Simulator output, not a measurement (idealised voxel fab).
process module | voxel self aligned vias
cross-section cut | 220 nm wide | cells 5 nm
A cross-section is a grid of square cells, given in bands from the top down. A band is one or more rows of cells.
Each band's line starts with the height of the band's top and of its bottom, in nm. Then come its materials from left to right, each with its width in nm. One material with "throughout" fills the band from edge to edge. "air" is empty space.
Height 0 is the level under which the wafer as received is all one material. The lowest band goes on downwards, as in "0 down".
A width such as "30 to 40" changes by the same amount from each row of cells to the next, from the band's top row to its bottom row.
"no change" after a step means that no cell of the cross-section changed.
closed voids: empty space of 8 cells or more with no open way to the top, each as width x height at its distance from the left edge, in nm
after a step's settings: what the simulator itself notes on the step
overlay nm, on a step with a mask: how far to the right of its planned place the mask lay; to the left if negative
plan
1 op RECEIVE | material Si
2 op CONFORMAL_DEP | material SiO2 | thk nm 10
3 op CONFORMAL_DEP | material SiCN | thk nm 5
4 op DIRECTIONAL_DEP | material lowk | thk nm 25
5 op PATTERN | tone open | mask id LINES | material resist | width nm 20 | pitch nm 55 | thk nm 15 | overlay nm 0
6 op DIRECTIONAL_ETCH | etch materials lowk | depth nm 25
7 op STRIP | etch materials resist
8 op CONFORMAL_DEP | material TiN | thk nm 5
9 op FILL_DEP | material Ru | thk nm 5
10 op CMP | height nm 40
11 op SELECTIVE_ETCH | etch materials W Ru TiN | depth nm 10
12 op FILL_DEP | material SiN | thk nm 10
13 op CMP | height nm 40
14 op DIRECTIONAL_DEP | material lowk | thk nm 20
15 op MASKED_ETCH | tone open | mask id VIAS | width nm 40 | etch materials lowk | depth nm 20 | overlay nm 0
16 op MASKED_ETCH | tone open | mask id VIAS | width nm 40 | etch materials SiN | depth nm 10 | overlay nm 0
17 op CONFORMAL_DEP | material TiN | thk nm 5
18 op FILL_DEP | material W | thk nm 10
19 op CMP | height nm 60
20 op CONFORMAL_DEP | material SiCN | thk nm 5
as received, after step 1
  0 down: Si throughout
  closed voids: none
a wafer at the end: this start, this plan, one mistake
  65 to 60: SiCN throughout
  60 to 45: lowk 60 | TiN 5 | W 30 | TiN 5 | lowk 120
  45 to 40: lowk 60 | TiN 40 | lowk 120
  40 to 30: SiN 60 | TiN 10 | lowk 20 | TiN 10 | SiN 25 | lowk 20 | SiN 75
  30 to 20: Ru 65 | TiN 5 | lowk 20 | TiN 5 | Ru 25 | TiN 5 | lowk 20 | TiN 5 | Ru 70
  20 to 15: TiN 70 | lowk 20 | TiN 35 | lowk 20 | TiN 75
  15 to 10: SiCN throughout
  10 to 0: SiO2 throughout
  0 down: Si throughout
  closed voids: none
what went wrong: step 5 ran as: op PATTERN | tone cover | mask id LINES | material resist | width nm 20 | pitch nm 55 | thk nm 15 | overlay nm 0
